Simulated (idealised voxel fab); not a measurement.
process module | voxel trench capacitor
cross-section cut | 275 nm wide | cells 5 nm
A cross-section is a grid of square cells, given in bands from the top down. A band is one or more rows of cells.
Each band's line starts with the height of the band's top and of its bottom, in nm. Then come its materials from left to right, each with its width in nm. One material with "throughout" fills the band from edge to edge. "air" is empty space.
Height 0 is the level under which the wafer as received is all one material. The lowest band goes on downwards, as in "0 down".
A width such as "30 to 40" changes by the same amount from each row of cells to the next, from the band's top row to its bottom row.
"no change" after a step means that no cell of the cross-section changed.
closed voids: empty space of 8 cells or more with no open way to the top, each as width x height at its distance from the left edge, in nm
after a step's settings: what the simulator itself notes on the step
overlay nm, on a step with a mask: how far to the right of its planned place the mask lay; to the left if negative
plan
1 op RECEIVE | material Si
2 op CONFORMAL_DEP | material SiN | thk nm 5
3 op PATTERN | tone open | mask id TRENCH | material resist | width nm 30 | pitch nm 50 | thk nm 15 | overlay nm 0
4 op DIRECTIONAL_ETCH | etch materials SiN | depth nm 5
5 op DIRECTIONAL_ETCH | etch materials Si | depth nm 25
6 op STRIP | etch materials resist
7 op CONFORMAL_DEP | material HfO2 | thk nm 5
8 op CONFORMAL_DEP | material TiN | thk nm 5
9 op FILL_DEP | material W | thk nm 10
10 op CMP | height nm 5
first wafer, as planned
as received, after step 1
  0 down: Si throughout
  closed voids: none
after step 2
  5 to 0: SiN throughout
  below 0: unchanged
after step 3
  20 to 5: resist 95 | air 30 | resist 20 | air 30 | resist 100
  below 5: unchanged
after step 4
  20 to 5: resist 95 | air 30 | resist 20 | air 30 | resist 100
  5 to 0: SiN 95 | air 30 | SiN 20 | air 30 | SiN 100
  below 0: unchanged
after step 5
  20 to 5: resist 95 | air 30 | resist 20 | air 30 | resist 100
  5 to 0: SiN 95 | air 30 | SiN 20 | air 30 | SiN 100
  0 to -25: Si 95 | air 30 | Si 20 | air 30 | Si 100
  below -25: unchanged
after step 6
  5 to 0: SiN 95 | air 30 | SiN 20 | air 30 | SiN 100
  below 0: unchanged
after step 7
  10 to 5: HfO2 100 | air 20 | HfO2 30 | air 20 | HfO2 105
  5 to 0: SiN 95 | HfO2 5 | air 20 | HfO2 5 | SiN 20 | HfO2 5 | air 20 | HfO2 5 | SiN 100
  0 to -20: Si 95 | HfO2 5 | air 20 | HfO2 5 | Si 20 | HfO2 5 | air 20 | HfO2 5 | Si 100
  -20 to -25: Si 95 | HfO2 30 | Si 20 | HfO2 30 | Si 100
  below -25: unchanged
after step 8
  15 to 10: TiN 105 | air 10 | TiN 40 | air 10 | TiN 110
  10 to 5: HfO2 100 | TiN 5 | air 10 | TiN 5 | HfO2 30 | TiN 5 | air 10 | TiN 5 | HfO2 105
  5 to 0: SiN 95 | HfO2 5 | TiN 5 | air 10 | TiN 5 | HfO2 5 | SiN 20 | HfO2 5 | TiN 5 | air 10 | TiN 5 | HfO2 5 | SiN 100
  0 to -15: Si 95 | HfO2 5 | TiN 5 | air 10 | TiN 5 | HfO2 5 | Si 20 | HfO2 5 | TiN 5 | air 10 | TiN 5 | HfO2 5 | Si 100
  -15 to -20: Si 95 | HfO2 5 | TiN 20 | HfO2 5 | Si 20 | HfO2 5 | TiN 20 | HfO2 5 | Si 100
  below -20: unchanged
after step 9
  25 to 15: W throughout
  15 to 10: TiN 105 | W 10 | TiN 40 | W 10 | TiN 110
  10 to 5: HfO2 100 | TiN 5 | W 10 | TiN 5 | HfO2 30 | TiN 5 | W 10 | TiN 5 | HfO2 105
  5 to 0: SiN 95 | HfO2 5 | TiN 5 | W 10 | TiN 5 | HfO2 5 | SiN 20 | HfO2 5 | TiN 5 | W 10 | TiN 5 | HfO2 5 | SiN 100
  0 to -15: Si 95 | HfO2 5 | TiN 5 | W 10 | TiN 5 | HfO2 5 | Si 20 | HfO2 5 | TiN 5 | W 10 | TiN 5 | HfO2 5 | Si 100
  below -15: unchanged
after step 10
  5 to 0: SiN 95 | HfO2 5 | TiN 5 | W 10 | TiN 5 | HfO2 5 | SiN 20 | HfO2 5 | TiN 5 | W 10 | TiN 5 | HfO2 5 | SiN 100
  below 0: unchanged
second wafer: like start, like plan, one mistake. Through step 6 it matches the first wafer
when step 7 should have ended
  10 to 5: TiN 100 | air 20 | TiN 30 | air 20 | TiN 105
  5 to 0: SiN 95 | TiN 5 | air 20 | TiN 5 | SiN 20 | TiN 5 | air 20 | TiN 5 | SiN 100
  0 to -20: Si 95 | TiN 5 | air 20 | TiN 5 | Si 20 | TiN 5 | air 20 | TiN 5 | Si 100
  -20 to -25: Si 95 | TiN 30 | Si 20 | TiN 30 | Si 100
  below -25: unchanged
when step 8 should have ended
  15 to 10: HfO2 105 | air 10 | HfO2 40 | air 10 | HfO2 110
  10 to 5: TiN 100 | HfO2 5 | air 10 | HfO2 5 | TiN 30 | HfO2 5 | air 10 | HfO2 5 | TiN 105
  5 to 0: SiN 95 | TiN 5 | HfO2 5 | air 10 | HfO2 5 | TiN 5 | SiN 20 | TiN 5 | HfO2 5 | air 10 | HfO2 5 | TiN 5 | SiN 100
  0 to -15: Si 95 | TiN 5 | HfO2 5 | air 10 | HfO2 5 | TiN 5 | Si 20 | TiN 5 | HfO2 5 | air 10 | HfO2 5 | TiN 5 | Si 100
  -15 to -20: Si 95 | TiN 5 | HfO2 20 | TiN 5 | Si 20 | TiN 5 | HfO2 20 | TiN 5 | Si 100
  below -20: unchanged
when step 9 should have ended
  25 to 15: W throughout
  15 to 10: HfO2 105 | W 10 | HfO2 40 | W 10 | HfO2 110
  10 to 5: TiN 100 | HfO2 5 | W 10 | HfO2 5 | TiN 30 | HfO2 5 | W 10 | HfO2 5 | TiN 105
  5 to 0: SiN 95 | TiN 5 | HfO2 5 | W 10 | HfO2 5 | TiN 5 | SiN 20 | TiN 5 | HfO2 5 | W 10 | HfO2 5 | TiN 5 | SiN 100
  0 to -15: Si 95 | TiN 5 | HfO2 5 | W 10 | HfO2 5 | TiN 5 | Si 20 | TiN 5 | HfO2 5 | W 10 | HfO2 5 | TiN 5 | Si 100
  below -15: unchanged
when step 10 should have ended
  5 to 0: SiN 95 | TiN 5 | HfO2 5 | W 10 | HfO2 5 | TiN 5 | SiN 20 | TiN 5 | HfO2 5 | W 10 | HfO2 5 | TiN 5 | SiN 100
  below 0: unchanged
what went wrong: steps 7 and 8 were swapped
at the end the second wafer has, in cells: 8 fewer of HfO2 | 8 more of TiN
